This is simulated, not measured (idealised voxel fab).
process module | voxel capacitor over wiring
Cross-sectional view cut (width: 245 nm; square cell size: 5 nm).
Each cross-section below is a grid of square cells, stated as bands in top-down order, with one or more rows of cells making up each band. First you get the band's top height and its bottom height, in nm, and then the materials it's made of, left to right, with each width in nm. If you see a single material with "throughout", that one covers the band edge to edge. "empty" is empty space. The reference from which all heights are counted is 0, the level beneath which the as-received wafer is entirely one material; the lowest band, having no lower bound, proceeds downward and is written after the example "from 0 down". When a width is written as two numbers, as in "30..40", the first number is the width in the top row of cells of the band and the second is the width in its bottom row, and the width changes by the same amount from each row to the next. The cross-section has no changed cell in any step marked "remained unchanged". Closed cavity list: empty space of 8 cells or more with no open way to the top, each as width x height at its distance from the left edge, in nm. Heads up: the bit after the settings on a step's line is the simulator's remark on that step. overlay nm: on a step with a mask, how far right of its planned place the mask lay; negative means left.
Below is the list of planned process steps
step 1: RECEIVE: material Si
step 2: CONFORMAL_DEP: material SiO2, thk nm 15
step 3: CONFORMAL_DEP: material SiN, thk nm 5
step 4: DIRECTIONAL_DEP: material SiO2, thk nm 15
step 5: MASKED_ETCH: tone open, mask id METAL_1, width nm 30, pitch nm 100, etch materials SiO2, depth nm 15, overlay nm 0
step 6: MASKED_ETCH: tone open, mask id METAL_1, width nm 30, pitch nm 100, etch materials SiN, depth nm 5, overlay nm 0
step 7: CONFORMAL_DEP: material TiN, thk nm 5
step 8: FILL_DEP: material W, thk nm 10
step 9: CMP: height nm 35
step 10: EPI: material Ru, thk nm 5
step 11: FILL_DEP: material SiCN, thk nm 5
step 12: DIRECTIONAL_DEP: material SiO2, thk nm 20
step 13: DIRECTIONAL_DEP: material aC, thk nm 15
step 14: PATTERN: tone open, mask id PLUG_1, material resist, width nm 15, thk nm 35, overlay nm 0
step 15: DIRECTIONAL_ETCH: etch materials aC, depth nm 15
step 16: STRIP: etch materials resist
step 17: DIRECTIONAL_ETCH: etch materials SiO2, depth nm 20
step 18: DIRECTIONAL_ETCH: etch materials SiCN, depth nm 5
step 19: STRIP: etch materials aC
step 20: CONFORMAL_DEP: material TiN, thk nm 5
step 21: FILL_DEP: material Ru, thk nm 5
step 22: CMP: height nm 65
step 23: DIRECTIONAL_DEP: material TiN, thk nm 5
step 24: DIRECTIONAL_DEP: material SiN, thk nm 5
step 25: DIRECTIONAL_DEP: material TiN, thk nm 5
step 26: DIRECTIONAL_DEP: material aC, thk nm 15
step 27: PATTERN: tone cover, mask id UPPER_PLATE, material resist, width nm 75, thk nm 30, overlay nm 0
step 28: DIRECTIONAL_ETCH: etch materials aC, depth nm 15
step 29: STRIP: etch materials resist
step 30: DIRECTIONAL_ETCH: etch materials TiN, depth nm 5
step 31: DIRECTIONAL_ETCH: etch materials SiN, depth nm 5
step 32: STRIP: etch materials aC
step 33: DIRECTIONAL_DEP: material aC, thk nm 15
step 34: PATTERN: tone cover, mask id LOWER_PLATE, material resist, width nm 85, thk nm 30, overlay nm 0
step 35: DIRECTIONAL_ETCH: etch materials aC, depth nm 15
step 36: STRIP: etch materials resist
step 37: DIRECTIONAL_ETCH: etch materials TiN, depth nm 5
step 38: STRIP: etch materials aC
step 39: FILL_DEP: material SiO2, thk nm 20
step 40: CMP: height nm 95
step 41: PATTERN: tone open, mask id PLUG_2, material resist, width nm 15, thk nm 20, overlay nm 0
step 42: DIRECTIONAL_ETCH: etch materials SiO2, depth nm 15
step 43: STRIP: etch materials resist
step 44: CONFORMAL_DEP: material TiN, thk nm 5
step 45: FILL_DEP: material Ru, thk nm 10
step 46: CMP: height nm 95
step 47: CONFORMAL_DEP: material SiN, thk nm 5
The first of the two wafers, which ran as planned
Shown in cross-section is the wafer as received, that is, as it stands after step 1
> from 0 down: Si throughout
> Closed cavity list: none
So this is the wafer cross-section right after step 2
> from 15 to 0: SiO2 throughout
> Note: structure below 0 unchanged.
So this is the wafer cross-section right after step 3
> from 20 to 15: SiN throughout
> Note: structure below 15 unchanged.
So this is the wafer cross-section right after step 4
> from 35 to 20: SiO2 throughout
> Note: structure below 20 unchanged.
So this is the wafer cross-section right after step 5
> from 35 to 20: SiO2 55, empty 30, SiO2 70, empty 30, SiO2 60
> Note: structure below 20 unchanged.
So this is the wafer cross-section right after step 6
> from 35 to 20: SiO2 55, empty 30, SiO2 70, empty 30, SiO2 60
> from 20 to 15: SiN 55, empty 30, SiN 70, empty 30, SiN 60
> Note: structure below 15 unchanged.
So this is the wafer cross-section right after step 7
> from 40 to 35: TiN 60, empty 20, TiN 80, empty 20, TiN 65
> from 35 to 20: SiO2 55, TiN 5, empty 20, TiN 5, SiO2 70, TiN 5, empty 20, TiN 5, SiO2 60
> from 20 to 15: SiN 55, TiN 30, SiN 70, TiN 30, SiN 60
> Note: structure below 15 unchanged.
So this is the wafer cross-section right after step 8
> from 50 to 40: W throughout
> from 40 to 35: TiN 60, W 20, TiN 80, W 20, TiN 65
> from 35 to 20: SiO2 55, TiN 5, W 20, TiN 5, SiO2 70, TiN 5, W 20, TiN 5, SiO2 60
> Note: structure below 20 unchanged.
So this is the wafer cross-section right after step 9
> from 35 to 20: SiO2 55, TiN 5, W 20, TiN 5, SiO2 70, TiN 5, W 20, TiN 5, SiO2 60
> Note: structure below 20 unchanged.
So this is the wafer cross-section right after step 10
> from 40 to 35: empty 50, Ru 40, empty 60, Ru 40, empty 55
> Note: structure below 35 unchanged.
So this is the wafer cross-section right after step 11
> from 45 to 40: SiCN throughout
> from 40 to 35: SiCN 50, Ru 40, SiCN 60, Ru 40, SiCN 55
> Note: structure below 35 unchanged.
So this is the wafer cross-section right after step 12
> from 65 to 45: SiO2 throughout
> Note: structure below 45 unchanged.
So this is the wafer cross-section right after step 13
> from 80 to 65: aC throughout
> Note: structure below 65 unchanged.
So this is the wafer cross-section right after step 14
> from 115 to 80: resist 70, empty 15, resist 160
> Note: structure below 80 unchanged.
So this is the wafer cross-section right after step 15
> from 100 to 80: resist 70, empty 15, resist 160
> from 80 to 65: aC 70, empty 15, aC 160
> Note: structure below 65 unchanged.
So this is the wafer cross-section right after step 16
> from 80 to 65: aC 70, empty 15, aC 160
> Note: structure below 65 unchanged.
So this is the wafer cross-section right after step 17
> from 80 to 65: aC 70, empty 15, aC 160
> from 65 to 45: SiO2 70, empty 15, SiO2 160
> Note: structure below 45 unchanged.
So this is the wafer cross-section right after step 18
> from 80 to 65: aC 70, empty 15, aC 160
> from 65 to 45: SiO2 70, empty 15, SiO2 160
> from 45 to 40: SiCN 70, empty 15, SiCN 160
> Note: structure below 40 unchanged.
So this is the wafer cross-section right after step 19
> from 65 to 45: SiO2 70, empty 15, SiO2 160
> Note: structure below 45 unchanged.
So this is the wafer cross-section right after step 20
> from 70 to 65: TiN 75, empty 5, TiN 165
> from 65 to 45: SiO2 70, TiN 5, empty 5, TiN 5, SiO2 160
> from 45 to 40: SiCN 70, TiN 15, SiCN 160
> Note: structure below 40 unchanged.
So this is the wafer cross-section right after step 21
> from 75 to 70: Ru throughout
> from 70 to 65: TiN 75, Ru 5, TiN 165
> from 65 to 45: SiO2 70, TiN 5, Ru 5, TiN 5, SiO2 160
> Note: structure below 45 unchanged.
So this is the wafer cross-section right after step 22
> from 65 to 45: SiO2 70, TiN 5, Ru 5, TiN 5, SiO2 160
> Note: structure below 45 unchanged.
So this is the wafer cross-section right after step 23
> from 70 to 65: TiN throughout
> Note: structure below 65 unchanged.
So this is the wafer cross-section right after step 24
> from 75 to 70: SiN throughout
> Note: structure below 70 unchanged.
So this is the wafer cross-section right after step 25
> from 80 to 75: TiN throughout
> Note: structure below 75 unchanged.
So this is the wafer cross-section right after step 26
> from 95 to 80: aC throughout
> Note: structure below 80 unchanged.
So this is the wafer cross-section right after step 27
> from 125 to 95: empty 70, resist 75, empty 100
> Note: structure below 95 unchanged.
So this is the wafer cross-section right after step 28
> from 110 to 95: empty 70, resist 75, empty 100
> from 95 to 80: empty 70, aC 75, empty 100
> Note: structure below 80 unchanged.
So this is the wafer cross-section right after step 29
> from 95 to 80: empty 70, aC 75, empty 100
> Note: structure below 80 unchanged.
So this is the wafer cross-section right after step 30
> from 95 to 80: empty 70, aC 75, empty 100
> from 80 to 75: empty 70, TiN 75, empty 100
> Note: structure below 75 unchanged.
So this is the wafer cross-section right after step 31
> from 95 to 80: empty 70, aC 75, empty 100
> from 80 to 75: empty 70, TiN 75, empty 100
> from 75 to 70: empty 70, SiN 75, empty 100
> Note: structure below 70 unchanged.
So this is the wafer cross-section right after step 32
> from 80 to 75: empty 70, TiN 75, empty 100
> Note: structure below 75 unchanged.
So this is the wafer cross-section right after step 33
> from 95 to 85: empty 70, aC 75, empty 100
> from 85 to 80: aC throughout
> from 80 to 75: aC 70, TiN 75, aC 100
> from 75 to 70: aC 70, SiN 75, aC 100
> Note: structure below 70 unchanged.
So this is the wafer cross-section right after step 34
> from 125 to 95: empty 65, resist 85, empty 95
> from 95 to 85: empty 65, resist 5, aC 75, resist 5, empty 95
> Note: structure below 85 unchanged.
So this is the wafer cross-section right after step 35
> from 110 to 95: empty 65, resist 85, empty 95
> from 95 to 85: empty 65, resist 5, aC 75, resist 5, empty 95
> from 85 to 80: empty 65, aC 85, empty 95
> from 80 to 75: empty 65, aC 5, TiN 75, aC 5, empty 95
> from 75 to 70: empty 65, aC 5, SiN 75, aC 5, empty 95
> Note: structure below 70 unchanged.
So this is the wafer cross-section right after step 36
> from 95 to 85: empty 70, aC 75, empty 100
> Note: structure below 85 unchanged.
So this is the wafer cross-section right after step 37
> from 95 to 85: empty 70, aC 75, empty 100
> from 85 to 80: empty 65, aC 85, empty 95
> from 80 to 75: empty 65, aC 5, TiN 75, aC 5, empty 95
> from 75 to 70: empty 65, aC 5, SiN 75, aC 5, empty 95
> from 70 to 65: empty 65, TiN 85, empty 95
> Note: structure below 65 unchanged.
So this is the wafer cross-section right after step 38
> from 80 to 75: empty 70, TiN 75, empty 100
> from 75 to 70: empty 70, SiN 75, empty 100
> Note: structure below 70 unchanged.
So this is the wafer cross-section right after step 39
> from 100 to 80: SiO2 throughout
> from 80 to 75: SiO2 70, TiN 75, SiO2 100
> from 75 to 70: SiO2 70, SiN 75, SiO2 100
> from 70 to 65: SiO2 65, TiN 85, SiO2 95
> Note: structure below 65 unchanged.
So this is the wafer cross-section right after step 40
> from 95 to 80: SiO2 throughout
> Note: structure below 80 unchanged.
So this is the wafer cross-section right after step 41
> from 115 to 95: resist 80, empty 15, resist 150
> Note: structure below 95 unchanged.
So this is the wafer cross-section right after step 42
> from 115 to 95: resist 80, empty 15, resist 150
> from 95 to 80: SiO2 80, empty 15, SiO2 150
> Note: structure below 80 unchanged.
So this is the wafer cross-section right after step 43
> from 95 to 80: SiO2 80, empty 15, SiO2 150
> Note: structure below 80 unchanged.
So this is the wafer cross-section right after step 44
> from 100 to 95: TiN 85, empty 5, TiN 155
> from 95 to 85: SiO2 80, TiN 5, empty 5, TiN 5, SiO2 150
> from 85 to 75: SiO2 80..70, TiN 15..75, SiO2 150..100
> Note: structure below 75 unchanged.
So this is the wafer cross-section right after step 45
> from 110 to 100: Ru throughout
> from 100 to 95: TiN 85, Ru 5, TiN 155
> from 95 to 85: SiO2 80, TiN 5, Ru 5, TiN 5, SiO2 150
> Note: structure below 85 unchanged.
So this is the wafer cross-section right after step 46
> from 95 to 85: SiO2 80, TiN 5, Ru 5, TiN 5, SiO2 150
> Note: structure below 85 unchanged.
So this is the wafer cross-section right after step 47
> from 100 to 95: SiN throughout
> Note: structure below 95 unchanged.
Second of two: same start, same plan, one run error; steps up to and including 4 match the first
Cross-sectional representation of the second wafer at the time designated in the plan for the completion of step 5
> from 35 to 20: empty 55, SiO2 30, empty 70, SiO2 30, empty 60
> Note: structure below 20 unchanged.
Cross-sectional representation of the second wafer at the time designated in the plan for the completion of step 6: remained unchanged
Cross-sectional representation of the second wafer at the time designated in the plan for the completion of step 7
> from 40 to 35: empty 50, TiN 40, empty 60, TiN 40, empty 55
> from 35 to 25: empty 50, TiN 5, SiO2 30, TiN 5, empty 60, TiN 5, SiO2 30, TiN 5, empty 55
> from 25 to 20: TiN 55, SiO2 30, TiN 70, SiO2 30, TiN 60
> Note: structure below 20 unchanged.
Cross-sectional representation of the second wafer at the time designated in the plan for the completion of step 8
> from 50 to 40: W throughout
> from 40 to 35: W 50, TiN 40, W 60, TiN 40, W 55
> from 35 to 25: W 50, TiN 5, SiO2 30, TiN 5, W 60, TiN 5, SiO2 30, TiN 5, W 55
> Note: structure below 25 unchanged.
Cross-sectional representation of the second wafer at the time designated in the plan for the completion of step 9
> from 35 to 25: W 50, TiN 5, SiO2 30, TiN 5, W 60, TiN 5, SiO2 30, TiN 5, W 55
> Note: structure below 25 unchanged.
Cross-sectional representation of the second wafer at the time designated in the plan for the completion of step 10
> from 40 to 35: Ru 60, empty 20, Ru 80, empty 20, Ru 65
> Note: structure below 35 unchanged.
Cross-sectional representation of the second wafer at the time designated in the plan for the completion of step 11
> from 45 to 40: SiCN throughout
> from 40 to 35: Ru 60, SiCN 20, Ru 80, SiCN 20, Ru 65
> Note: structure below 35 unchanged.
Cross-sectional representation of the second wafer at the time designated in the plan for the completion of step 12
> from 65 to 45: SiO2 throughout
> Note: structure below 45 unchanged.
Cross-sectional representation of the second wafer at the time designated in the plan for the completion of step 13
> from 80 to 65: aC throughout
> Note: structure below 65 unchanged.
Cross-sectional representation of the second wafer at the time designated in the plan for the completion of step 14
> from 115 to 80: resist 70, empty 15, resist 160
> Note: structure below 80 unchanged.
Cross-sectional representation of the second wafer at the time designated in the plan for the completion of step 15
> from 100 to 80: resist 70, empty 15, resist 160
> from 80 to 65: aC 70, empty 15, aC 160
> Note: structure below 65 unchanged.
Cross-sectional representation of the second wafer at the time designated in the plan for the completion of step 16
> from 80 to 65: aC 70, empty 15, aC 160
> Note: structure below 65 unchanged.
Cross-sectional representation of the second wafer at the time designated in the plan for the completion of step 17
> from 80 to 65: aC 70, empty 15, aC 160
> from 65 to 45: SiO2 70, empty 15, SiO2 160
> Note: structure below 45 unchanged.
Cross-sectional representation of the second wafer at the time designated in the plan for the completion of step 18
> from 80 to 65: aC 70, empty 15, aC 160
> from 65 to 45: SiO2 70, empty 15, SiO2 160
> from 45 to 40: SiCN 70, empty 15, SiCN 160
> Note: structure below 40 unchanged.
Cross-sectional representation of the second wafer at the time designated in the plan for the completion of step 19
> from 65 to 45: SiO2 70, empty 15, SiO2 160
> Note: structure below 45 unchanged.
Cross-sectional representation of the second wafer at the time designated in the plan for the completion of step 20
> from 70 to 65: TiN 75, empty 5, TiN 165
> from 65 to 45: SiO2 70, TiN 5, empty 5, TiN 5, SiO2 160
> from 45 to 40: SiCN 70, TiN 15, SiCN 160
> Note: structure below 40 unchanged.
Cross-sectional representation of the second wafer at the time designated in the plan for the completion of step 21
> from 75 to 70: Ru throughout
> from 70 to 65: TiN 75, Ru 5, TiN 165
> from 65 to 45: SiO2 70, TiN 5, Ru 5, TiN 5, SiO2 160
> Note: structure below 45 unchanged.
Cross-sectional representation of the second wafer at the time designated in the plan for the completion of step 22
> from 65 to 45: SiO2 70, TiN 5, Ru 5, TiN 5, SiO2 160
> Note: structure below 45 unchanged.
Cross-sectional representation of the second wafer at the time designated in the plan for the completion of step 23
> from 70 to 65: TiN throughout
> Note: structure below 65 unchanged.
Cross-sectional representation of the second wafer at the time designated in the plan for the completion of step 24
> from 75 to 70: SiN throughout
> Note: structure below 70 unchanged.
Cross-sectional representation of the second wafer at the time designated in the plan for the completion of step 25
> from 80 to 75: TiN throughout
> Note: structure below 75 unchanged.
Cross-sectional representation of the second wafer at the time designated in the plan for the completion of step 26
> from 95 to 80: aC throughout
> Note: structure below 80 unchanged.
Cross-sectional representation of the second wafer at the time designated in the plan for the completion of step 27
> from 125 to 95: empty 70, resist 75, empty 100
> Note: structure below 95 unchanged.
Cross-sectional representation of the second wafer at the time designated in the plan for the completion of step 28
> from 110 to 95: empty 70, resist 75, empty 100
> from 95 to 80: empty 70, aC 75, empty 100
> Note: structure below 80 unchanged.
Cross-sectional representation of the second wafer at the time designated in the plan for the completion of step 29
> from 95 to 80: empty 70, aC 75, empty 100
> Note: structure below 80 unchanged.
Cross-sectional representation of the second wafer at the time designated in the plan for the completion of step 30
> from 95 to 80: empty 70, aC 75, empty 100
> from 80 to 75: empty 70, TiN 75, empty 100
> Note: structure below 75 unchanged.
Cross-sectional representation of the second wafer at the time designated in the plan for the completion of step 31
> from 95 to 80: empty 70, aC 75, empty 100
> from 80 to 75: empty 70, TiN 75, empty 100
> from 75 to 70: empty 70, SiN 75, empty 100
> Note: structure below 70 unchanged.
Cross-sectional representation of the second wafer at the time designated in the plan for the completion of step 32
> from 80 to 75: empty 70, TiN 75, empty 100
> Note: structure below 75 unchanged.
Cross-sectional representation of the second wafer at the time designated in the plan for the completion of step 33
> from 95 to 85: empty 70, aC 75, empty 100
> from 85 to 80: aC throughout
> from 80 to 75: aC 70, TiN 75, aC 100
> from 75 to 70: aC 70, SiN 75, aC 100
> Note: structure below 70 unchanged.
Cross-sectional representation of the second wafer at the time designated in the plan for the completion of step 34
> from 125 to 95: empty 65, resist 85, empty 95
> from 95 to 85: empty 65, resist 5, aC 75, resist 5, empty 95
> Note: structure below 85 unchanged.
Cross-sectional representation of the second wafer at the time designated in the plan for the completion of step 35
> from 110 to 95: empty 65, resist 85, empty 95
> from 95 to 85: empty 65, resist 5, aC 75, resist 5, empty 95
> from 85 to 80: empty 65, aC 85, empty 95
> from 80 to 75: empty 65, aC 5, TiN 75, aC 5, empty 95
> from 75 to 70: empty 65, aC 5, SiN 75, aC 5, empty 95
> Note: structure below 70 unchanged.
Cross-sectional representation of the second wafer at the time designated in the plan for the completion of step 36
> from 95 to 85: empty 70, aC 75, empty 100
> Note: structure below 85 unchanged.
Cross-sectional representation of the second wafer at the time designated in the plan for the completion of step 37
> from 95 to 85: empty 70, aC 75, empty 100
> from 85 to 80: empty 65, aC 85, empty 95
> from 80 to 75: empty 65, aC 5, TiN 75, aC 5, empty 95
> from 75 to 70: empty 65, aC 5, SiN 75, aC 5, empty 95
> from 70 to 65: empty 65, TiN 85, empty 95
> Note: structure below 65 unchanged.
Cross-sectional representation of the second wafer at the time designated in the plan for the completion of step 38
> from 80 to 75: empty 70, TiN 75, empty 100
> from 75 to 70: empty 70, SiN 75, empty 100
> Note: structure below 70 unchanged.
Cross-sectional representation of the second wafer at the time designated in the plan for the completion of step 39
> from 100 to 80: SiO2 throughout
> from 80 to 75: SiO2 70, TiN 75, SiO2 100
> from 75 to 70: SiO2 70, SiN 75, SiO2 100
> from 70 to 65: SiO2 65, TiN 85, SiO2 95
> Note: structure below 65 unchanged.
Cross-sectional representation of the second wafer at the time designated in the plan for the completion of step 40
> from 95 to 80: SiO2 throughout
> Note: structure below 80 unchanged.
Cross-sectional representation of the second wafer at the time designated in the plan for the completion of step 41
> from 115 to 95: resist 80, empty 15, resist 150
> Note: structure below 95 unchanged.
Cross-sectional representation of the second wafer at the time designated in the plan for the completion of step 42
> from 115 to 95: resist 80, empty 15, resist 150
> from 95 to 80: SiO2 80, empty 15, SiO2 150
> Note: structure below 80 unchanged.
Cross-sectional representation of the second wafer at the time designated in the plan for the completion of step 43
> from 95 to 80: SiO2 80, empty 15, SiO2 150
> Note: structure below 80 unchanged.
Cross-sectional representation of the second wafer at the time designated in the plan for the completion of step 44
> from 100 to 95: TiN 85, empty 5, TiN 155
> from 95 to 85: SiO2 80, TiN 5, empty 5, TiN 5, SiO2 150
> from 85 to 75: SiO2 80..70, TiN 15..75, SiO2 150..100
> Note: structure below 75 unchanged.
Cross-sectional representation of the second wafer at the time designated in the plan for the completion of step 45
> from 110 to 100: Ru throughout
> from 100 to 95: TiN 85, Ru 5, TiN 155
> from 95 to 85: SiO2 80, TiN 5, Ru 5, TiN 5, SiO2 150
> Note: structure below 85 unchanged.
Cross-sectional representation of the second wafer at the time designated in the plan for the completion of step 46
> from 95 to 85: SiO2 80, TiN 5, Ru 5, TiN 5, SiO2 150
> Note: structure below 85 unchanged.
Cross-sectional representation of the second wafer at the time designated in the plan for the completion of step 47
> from 100 to 95: SiN throughout
> Note: structure below 95 unchanged.
What broke from the plan during processing? for step 5, the planned setting was not used; the step was instead run as MASKED_ETCH: tone cover, mask id METAL_1, width nm 30, pitch nm 100, etch materials SiO2, depth nm 15, overlay nm 0
Wafer comparison, final, in cells, second relative to first, materials more or fewer: Ru: 25 more, SiCN: 25 fewer, SiN: 12 more, SiO2: 75 fewer, TiN: 21 more, W: 42 more
